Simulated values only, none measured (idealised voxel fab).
This section sets out a process module, namely voxel spacer lines.
It is cross-section cut that appears here, measuring 275 nm in width, its square cells being 5 nm in size.
Just so we're on the same page, the cross-sections are grids of square cells, and they're listed out in bands top to bottom, each band one or more rows deep.
Quick guide to a band line: top height, bottom height (nm) up front; then every material left to right with its width in nm. Only one material and it's marked "all across"? Then it fills the band edge to edge. And "air" just means empty space.
Heights from 0 (as-received wafer is one material below). Bottom band endless downward, as "0 -> down".
Read "30..40" as a graded width: first number on top, second number at the bottom, same change between each pair of neighbouring rows.
You'll sometimes find "no change occurred" written for a step, and that's the way of saying that nowhere in the cross-section did a cell change during that step.
"Internal closed voids": sealed empty spaces, 8 cells or more, no open way to top, listed width x height at distance, with distance from the left edge and width, height and distance in nm.
On each step's line, the part that comes after the settings is the simulator's own comment on the step.
The "overlay nm" setting may appear on a step's line; for a step that uses a mask, it gives how far to the right of its planned position the mask lay, and a negative value indicates the left.

PROCESS STEPS - PLAN
1) RECEIVE,material Si
2) CONFORMAL_DEP,material Al2O3,thk nm 5
3) DIRECTIONAL_DEP,material SiN,thk nm 10
4) DIRECTIONAL_DEP,material aC,thk nm 20
5) PATTERN,tone cover,mask id MANDREL,material resist,width nm 15,pitch nm 60,thk nm 30,overlay nm 0
6) DIRECTIONAL_ETCH,etch materials aC,depth nm 20
7) STRIP,etch materials resist
8) CONFORMAL_DEP,material SiO2,thk nm 15
9) DIRECTIONAL_ETCH,etch materials SiO2,depth nm 15
10) STRIP,etch materials aC
11) DIRECTIONAL_ETCH,etch materials SiN,depth nm 10
12) STRIP,etch materials SiO2
13) FILL_DEP,material lowk,thk nm 5
14) CMP,height nm 15

SO, THE FIRST OF OUR TWO WAFERS, RUN JUST AS WE PLANNED IT

CROSS-SECTION OF THE WAFER AT RECEIPT, WHICH IS THE CONDITION AFTER STEP 1
- 0 -> down | Si all across
- Internal closed voids: none

HOW THE WAFER STANDS IN SECTION AFTER STEP 2
- 5 -> 0 | Al2O3 all across
- All layers under 0 are left as they were.

HOW THE WAFER STANDS IN SECTION AFTER STEP 3
- 15 -> 5 | SiN all across
- All layers under 5 are left as they were.

HOW THE WAFER STANDS IN SECTION AFTER STEP 4
- 35 -> 15 | aC all across
- All layers under 15 are left as they were.

HOW THE WAFER STANDS IN SECTION AFTER STEP 5
- 65 -> 35 | air (70), resist (15), air (45), resist (15), air (45), resist (15), air (70)
- All layers under 35 are left as they were.

HOW THE WAFER STANDS IN SECTION AFTER STEP 6
- 45 -> 35 | air (70), resist (15), air (45), resist (15), air (45), resist (15), air (70)
- 35 -> 15 | air (70), aC (15), air (45), aC (15), air (45), aC (15), air (70)
- All layers under 15 are left as they were.

HOW THE WAFER STANDS IN SECTION AFTER STEP 7
- 35 -> 15 | air (70), aC (15), air (45), aC (15), air (45), aC (15), air (70)
- All layers under 15 are left as they were.

HOW THE WAFER STANDS IN SECTION AFTER STEP 8
- 50 -> 35 | air (55), SiO2 (45), air (15), SiO2 (45), air (15), SiO2 (45), air (55)
- 35 -> 30 | air (55), SiO2 (15), aC (15), SiO2 (15), air (15), SiO2 (15), aC (15), SiO2 (15), air (15), SiO2 (15), aC (15), SiO2 (15), air (55)
- 30 -> 15 | SiO2 (70), aC (15), SiO2 (45), aC (15), SiO2 (45), aC (15), SiO2 (70)
- All layers under 15 are left as they were.

HOW THE WAFER STANDS IN SECTION AFTER STEP 9
- 35 -> 15 | air (55), SiO2 (15), aC (15), SiO2 (15), air (15), SiO2 (15), aC (15), SiO2 (15), air (15), SiO2 (15), aC (15), SiO2 (15), air (55)
- All layers under 15 are left as they were.

HOW THE WAFER STANDS IN SECTION AFTER STEP 10
- 35 -> 15 | air (55), SiO2 (15), air (15), SiO2 (15), air (15), SiO2 (15), air (15), SiO2 (15), air (15), SiO2 (15), air (15), SiO2 (15), air (55)
- All layers under 15 are left as they were.

HOW THE WAFER STANDS IN SECTION AFTER STEP 11
- 35 -> 15 | air (55), SiO2 (15), air (15), SiO2 (15), air (15), SiO2 (15), air (15), SiO2 (15), air (15), SiO2 (15), air (15), SiO2 (15), air (55)
- 15 -> 5 | air (55), SiN (15), air (15), SiN (15), air (15), SiN (15), air (15), SiN (15), air (15), SiN (15), air (15), SiN (15), air (55)
- All layers under 5 are left as they were.

HOW THE WAFER STANDS IN SECTION AFTER STEP 12
- 15 -> 5 | air (55), SiN (15), air (15), SiN (15), air (15), SiN (15), air (15), SiN (15), air (15), SiN (15), air (15), SiN (15), air (55)
- All layers under 5 are left as they were.

HOW THE WAFER STANDS IN SECTION AFTER STEP 13
- 20 -> 15 | lowk all across
- 15 -> 5 | lowk (55), SiN (15), lowk (15), SiN (15), lowk (15), SiN (15), lowk (15), SiN (15), lowk (15), SiN (15), lowk (15), SiN (15), lowk (55)
- All layers under 5 are left as they were.

HOW THE WAFER STANDS IN SECTION AFTER STEP 14
- 15 -> 5 | lowk (55), SiN (15), lowk (15), SiN (15), lowk (15), SiN (15), lowk (15), SiN (15), lowk (15), SiN (15), lowk (15), SiN (15), lowk (55)
- All layers under 5 are left as they were.

SECOND WAFER - SHARED START AND PLAN WITH THE FIRST - ONE ERROR IN RUNNING - SAME AS THE FIRST UP TO STEP 4 INCLUSIVE

CROSS-SECTION OF THE SECOND WAFER AT THE TIME BY WHICH STEP 5 SHOULD HAVE BEEN COMPLETED ACCORDING TO THE PLAN
- 65 -> 35 | air (60), resist (15), air (45), resist (15), air (45), resist (15), air (80)
- All layers under 35 are left as they were.

CROSS-SECTION OF THE SECOND WAFER AT THE TIME BY WHICH STEP 6 SHOULD HAVE BEEN COMPLETED ACCORDING TO THE PLAN
- 45 -> 35 | air (60), resist (15), air (45), resist (15), air (45), resist (15), air (80)
- 35 -> 15 | air (60), aC (15), air (45), aC (15), air (45), aC (15), air (80)
- All layers under 15 are left as they were.

CROSS-SECTION OF THE SECOND WAFER AT THE TIME BY WHICH STEP 7 SHOULD HAVE BEEN COMPLETED ACCORDING TO THE PLAN
- 35 -> 15 | air (60), aC (15), air (45), aC (15), air (45), aC (15), air (80)
- All layers under 15 are left as they were.

CROSS-SECTION OF THE SECOND WAFER AT THE TIME BY WHICH STEP 8 SHOULD HAVE BEEN COMPLETED ACCORDING TO THE PLAN
- 50 -> 35 | air (45), SiO2 (45), air (15), SiO2 (45), air (15), SiO2 (45), air (65)
- 35 -> 30 | air (45), SiO2 (15), aC (15), SiO2 (15), air (15), SiO2 (15), aC (15), SiO2 (15), air (15), SiO2 (15), aC (15), SiO2 (15), air (65)
- 30 -> 15 | SiO2 (60), aC (15), SiO2 (45), aC (15), SiO2 (45), aC (15), SiO2 (80)
- All layers under 15 are left as they were.

CROSS-SECTION OF THE SECOND WAFER AT THE TIME BY WHICH STEP 9 SHOULD HAVE BEEN COMPLETED ACCORDING TO THE PLAN
- 35 -> 15 | air (45), SiO2 (15), aC (15), SiO2 (15), air (15), SiO2 (15), aC (15), SiO2 (15), air (15), SiO2 (15), aC (15), SiO2 (15), air (65)
- All layers under 15 are left as they were.

CROSS-SECTION OF THE SECOND WAFER AT THE TIME BY WHICH STEP 10 SHOULD HAVE BEEN COMPLETED ACCORDING TO THE PLAN
- 35 -> 15 | air (45), SiO2 (15), air (15), SiO2 (15), air (15), SiO2 (15), air (15), SiO2 (15), air (15), SiO2 (15), air (15), SiO2 (15), air (65)
- All layers under 15 are left as they were.

CROSS-SECTION OF THE SECOND WAFER AT THE TIME BY WHICH STEP 11 SHOULD HAVE BEEN COMPLETED ACCORDING TO THE PLAN
- 35 -> 15 | air (45), SiO2 (15), air (15), SiO2 (15), air (15), SiO2 (15), air (15), SiO2 (15), air (15), SiO2 (15), air (15), SiO2 (15), air (65)
- 15 -> 5 | air (45), SiN (15), air (15), SiN (15), air (15), SiN (15), air (15), SiN (15), air (15), SiN (15), air (15), SiN (15), air (65)
- All layers under 5 are left as they were.

CROSS-SECTION OF THE SECOND WAFER AT THE TIME BY WHICH STEP 12 SHOULD HAVE BEEN COMPLETED ACCORDING TO THE PLAN
- 15 -> 5 | air (45), SiN (15), air (15), SiN (15), air (15), SiN (15), air (15), SiN (15), air (15), SiN (15), air (15), SiN (15), air (65)
- All layers under 5 are left as they were.

CROSS-SECTION OF THE SECOND WAFER AT THE TIME BY WHICH STEP 13 SHOULD HAVE BEEN COMPLETED ACCORDING TO THE PLAN
- 20 -> 15 | lowk all across
- 15 -> 5 | lowk (45), SiN (15), lowk (15), SiN (15), lowk (15), SiN (15), lowk (15), SiN (15), lowk (15), SiN (15), lowk (15), SiN (15), lowk (65)
- All layers under 5 are left as they were.

CROSS-SECTION OF THE SECOND WAFER AT THE TIME BY WHICH STEP 14 SHOULD HAVE BEEN COMPLETED ACCORDING TO THE PLAN
- 15 -> 5 | lowk (45), SiN (15), lowk (15), SiN (15), lowk (15), SiN (15), lowk (15), SiN (15), lowk (15), SiN (15), lowk (15), SiN (15), lowk (65)
- All layers under 5 are left as they were.
Deviation from plan: rather than as planned, step 5 actually ran as PATTERN,tone cover,mask id MANDREL,material resist,width nm 15,pitch nm 60,thk nm 30,overlay nm -10
Matching per-material cell counts, mismatched positions: that is how the second wafer compares with the first at the end.
